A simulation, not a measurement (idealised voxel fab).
Process module name: voxel self aligned vias
Xsec cut, 150 nm wide, square cell size 5 nm.
Notation: cross-section as square-cell grid; stated in bands, top first, going down; one or more cell rows per band.
For a band, the entry starts with two heights in nm, that of the top and then that of the bottom, and carries on with the band's materials in order from left to right, each alongside its width in nm; the word "all across" beside a single material means it fills the band edge to edge, and "air" means empty space.
Height is counted from the level 0, under which the received wafer is composed throughout of one material. The lowest of the bands is not closed at the bottom but continues downward, in the notation "0 nm and below".
A two-number width, for instance "30 to 40", indicates that the width is equal to the first number in the top row of the band and to the second number in the bottom row, and that it changes by a constant amount per row of cells.
Where a step carries "remained the same", the cross-section came out of it unchanged, cell for cell.
What "Sealed cavities" gives you is every empty space of 8 cells or more that is cut off from the top. Each appears as width x height at distance, with the distance taken from the left edge and width, height and distance all in nm.
On each step's line, the part that comes after the settings is the simulator's own comment on the step.
For masked steps, "overlay nm" on the step line gives how far right of plan the mask actually lay; a minus sign means it lay to the left.

The following list gives the planned process steps
1) RECEIVE | material Si
2) CONFORMAL_DEP | material SiO2 | thk nm 10
3) CONFORMAL_DEP | material SiCN | thk nm 5
4) DIRECTIONAL_DEP | material SiO2 | thk nm 30
5) MASKED_ETCH | tone open | mask id LINES | width nm 30 | pitch nm 55 | etch materials SiO2 | depth nm 30 | overlay nm 0
6) CONFORMAL_DEP | material TiN | thk nm 5
7) FILL_DEP | material Ru | thk nm 5
8) CMP | height nm 45
9) SELECTIVE_ETCH | etch materials W Ru TiN | depth nm 10
10) FILL_DEP | material SiN | thk nm 10
11) CMP | height nm 45
12) DIRECTIONAL_DEP | material SiO2 | thk nm 15
13) PATTERN | tone open | mask id VIAS | material resist | width nm 40 | thk nm 20 | overlay nm 0
14) DIRECTIONAL_ETCH | etch materials SiO2 | depth nm 15
15) DIRECTIONAL_ETCH | etch materials SiN | depth nm 10
16) STRIP | etch materials resist
17) CONFORMAL_DEP | material TiN | thk nm 5
18) FILL_DEP | material Cu | thk nm 5
19) CMP | height nm 60
20) CONFORMAL_DEP | material SiCN | thk nm 5

Cross-section of the wafer at receipt, which is the condition after step 1
> 0 nm and below = Si all across
> Sealed cavities: none

A wafer at the end: this start, this plan, one mistake
> 65 nm to 60 nm = SiCN all across
> 60 nm to 50 nm = SiO2=25 / TiN=5 / Cu=30 / TiN=5 / SiO2=85
> 50 nm to 45 nm = SiO2=25 / TiN=10 / Cu=20 / TiN=10 / SiO2=85
> 45 nm to 40 nm = SiO2=30 / TiN=5 / Cu=20 / TiN=5 / SiO2=25 / SiN=30 / SiO2=35
> 40 nm to 35 nm = SiO2=30 / TiN=30 / SiO2=25 / SiN=30 / SiO2=35
> 35 nm to 25 nm = SiO2=30 / TiN=5 / Ru=20 / TiN=5 / SiO2=25 / TiN=5 / Ru=20 / TiN=5 / SiO2=35
> 25 nm to 20 nm = SiO2=30 / TiN=30 / SiO2=25 / TiN=30 / SiO2=35
> 20 nm to 15 nm = SiCN all across
> 15 nm to 0 nm = SiO2 all across
> 0 nm and below = Si all across
> Sealed cavities: none
What broke from the plan during processing? step 2 deviated from plan and actually ran as CONFORMAL_DEP | material SiO2 | thk nm 15
